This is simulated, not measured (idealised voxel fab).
Presented below is a process module, voxel ribs on slabs.
Xsec cut, 175 nm wide, square cell size 5 nm.
Just so we're on the same page, the cross-sections are grids of square cells, and they're listed out in bands top to bottom, each band one or more rows deep.
This entry defines a band. It first specifies the height of the band's top and the height of its bottom in nm, and then specifies the band's materials from left to right, stating each material with its width in nm. The word "throughout" identifies a single material that fills the band from edge to edge, while the word "blank" identifies empty space.
Height datum 0, below which the as-received substrate wafer is one material. Lowest band open at the bottom, running downward: "0 and below".
A two-number width, for instance "30->40", indicates that the width is equal to the first number in the top row of the band and to the second number in the bottom row, and that it changes by a constant amount per row of cells.
Step note "remained the same" = no cross-section cell changed.
Reported under the label "Unvented internal voids" are the empty spaces having no open way to the top and comprising 8 cells or more; the notation for each is width x height at distance, in which the distance is measured from the left edge and all three values are in nm.
Formally, on a step line, whatever follows the settings is a remark that the simulator itself makes on the step.
The line of a step may include "overlay nm". On a step with a mask, this value is how far to the right of its planned place the mask lay. A negative value means the mask lay to the left.

### List of planned process steps
step 1: RECEIVE, material Si
step 2: DIRECTIONAL_DEP, material SiO2, thk nm 25
step 3: DIRECTIONAL_DEP, material SiN, thk nm 15
step 4: MASKED_ETCH, tone cover, mask id RIB, width nm 30, etch materials SiN, depth nm 10, overlay nm 0
step 5: DIRECTIONAL_DEP, material aC, thk nm 10
step 6: PATTERN, tone cover, mask id SLAB, material resist, width nm 60, thk nm 30, overlay nm 0
step 7: DIRECTIONAL_ETCH, etch materials aC, depth nm 10
step 8: STRIP, etch materials resist
step 9: DIRECTIONAL_ETCH, etch materials SiN, depth nm 5
step 10: STRIP, etch materials aC
step 11: FILL_DEP, material SiO2, thk nm 20
step 12: CMP, height nm 55
step 13: DIRECTIONAL_DEP, material TiN, thk nm 10
step 14: MASKED_ETCH, tone cover, mask id HEATER, width nm 40, etch materials TiN, depth nm 5, overlay nm 0
step 15: CONFORMAL_DEP, material SiN, thk nm 10
varied across the wafers: depth nm of step 14. The plan shows the first wafer's value. All wafers start alike

### As received, i.e. after step 1: cross-section through the first of several wafers
  0 and below | Si throughout
  Unvented internal voids: none

### So in this table every wafer gets its own row, and what you see is where it stands at the end of the module: for each material, how many cells it picked up (+) or gave up (-) since we received it, and after that its closed voids
depth nm 5; +98 SiN; +361 SiO2; +43 TiN; Unvented internal voids: none
depth nm 10; +102 SiN; +361 SiO2; +16 TiN; Unvented internal voids: none
depth nm 15; +102 SiN; +361 SiO2; +16 TiN; Unvented internal voids: none
depth nm 20; +102 SiN; +361 SiO2; +16 TiN; Unvented internal voids: none
depth nm 25; +102 SiN; +361 SiO2; +16 TiN; Unvented internal voids: none
